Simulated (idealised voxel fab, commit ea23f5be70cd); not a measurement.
You're looking at the process module voxel tone inversion.
Pictured: cross-section cut, 220 nm wide, on a grid of 5 nm square cells.
Cross-section format: a grid of square cells, given as bands from top to bottom; each band is one or more rows of cells. First you get the band's top height and its bottom height, in nm, and then the materials it's made of, left to right, with each width in nm. If you see a single material with "everywhere", that one covers the band edge to edge. "empty" is empty space. Zero point of the height axis is 0; under it, received wafer = one material. Lowest band: continues down indefinitely, "0..down". Read "30->40" as a graded width: first number on top, second number at the bottom, same change between each pair of neighbouring rows. Where the words "identical to before" appear for a step, the cross-section shows no cell changed by that step; every cell remained as before. Look at "Unvented cavities" for the closed voids: empty spaces with no open path to the top, sized 8 cells or up. Each is width x height at distance, distance from the left edge, all nm. Anything after a step's settings on that line? It's the simulator's own note about the step. Steps that use a mask can have "overlay nm" on their line. It says how far the mask sat to the right of where it was meant to be. Negative means to the left.

Process steps - plan:
step 1: RECEIVE (material Si)
step 2: CONFORMAL_DEP (material SiN; thk nm 10)
step 3: DIRECTIONAL_DEP (material aC; thk nm 15)
step 4: PATTERN (tone cover; mask id POSTS; material resist; width nm 15; pitch nm 45; thk nm 25; overlay nm 0)
step 5: DIRECTIONAL_ETCH (etch materials aC; depth nm 15)
step 6: STRIP (etch materials resist)
step 7: FILL_DEP (material lowk; thk nm 10)
step 8: CMP (height nm 25)
step 9: STRIP (etch materials aC)

So, the first of our two wafers, run just as we planned it:

Received-state cross-section, reflecting completion of step 1:
0..down  Si everywhere
Unvented cavities: none

Cross-section through the wafer, step 2 finished:
10..0  SiN everywhere
At heights below 0, the structure remains unaltered.

Cross-section through the wafer, step 3 finished:
25..10  aC everywhere
At heights below 10, the structure remains unaltered.

Cross-section through the wafer, step 4 finished:
50..25  empty=35, then resist=15, then empty=30, then resist=15, then empty=30, then resist=15, then empty=30, then resist=15, then empty=35
At heights below 25, the structure remains unaltered.

Cross-section through the wafer, step 5 finished:
35..25  empty=35, then resist=15, then empty=30, then resist=15, then empty=30, then resist=15, then empty=30, then resist=15, then empty=35
25..10  empty=35, then aC=15, then empty=30, then aC=15, then empty=30, then aC=15, then empty=30, then aC=15, then empty=35
At heights below 10, the structure remains unaltered.

Cross-section through the wafer, step 6 finished:
25..10  empty=35, then aC=15, then empty=30, then aC=15, then empty=30, then aC=15, then empty=30, then aC=15, then empty=35
At heights below 10, the structure remains unaltered.

Cross-section through the wafer, step 7 finished:
35..25  lowk everywhere
25..10  lowk=35, then aC=15, then lowk=30, then aC=15, then lowk=30, then aC=15, then lowk=30, then aC=15, then lowk=35
At heights below 10, the structure remains unaltered.

Cross-section through the wafer, step 8 finished:
25..10  lowk=35, then aC=15, then lowk=30, then aC=15, then lowk=30, then aC=15, then lowk=30, then aC=15, then lowk=35
At heights below 10, the structure remains unaltered.

Cross-section through the wafer, step 9 finished:
25..10  lowk=35, then empty=15, then lowk=30, then empty=15, then lowk=30, then empty=15, then lowk=30, then empty=15, then lowk=35
At heights below 10, the structure remains unaltered.

Regarding the second of the two wafers: it shared the first wafer's starting condition and process plan, yet one error occurred during its execution. Its history coincides with that of the first wafer up to and including step 1:

Planned end of step 2: second wafer, cross-section:
15..0  aC everywhere
At heights below 0, the structure remains unaltered.

Planned end of step 3: second wafer, cross-section:
25..15  SiN everywhere
At heights below 15, the structure remains unaltered.

Planned end of step 4: second wafer, cross-section:
50..25  empty=35, then resist=15, then empty=30, then resist=15, then empty=30, then resist=15, then empty=30, then resist=15, then empty=35
At heights below 25, the structure remains unaltered.

Planned end of step 5: second wafer, cross-section:
35..25  empty=35, then resist=15, then empty=30, then resist=15, then empty=30, then resist=15, then empty=30, then resist=15, then empty=35
At heights below 25, the structure remains unaltered.

Planned end of step 6: second wafer, cross-section:
25..15  SiN everywhere
At heights below 15, the structure remains unaltered.

Planned end of step 7: second wafer, cross-section:
35..25  lowk everywhere
At heights below 25, the structure remains unaltered.

Planned end of step 8: second wafer, cross-section:
25..15  SiN everywhere
At heights below 15, the structure remains unaltered.

Planned end of step 9: second wafer, cross-section: identical to before
What was the processing mistake? sequence error: steps 2 and 3 interchanged
Materials where the second wafer ends with more or fewer cells than the first: 132 more of aC, 96 fewer of lowk
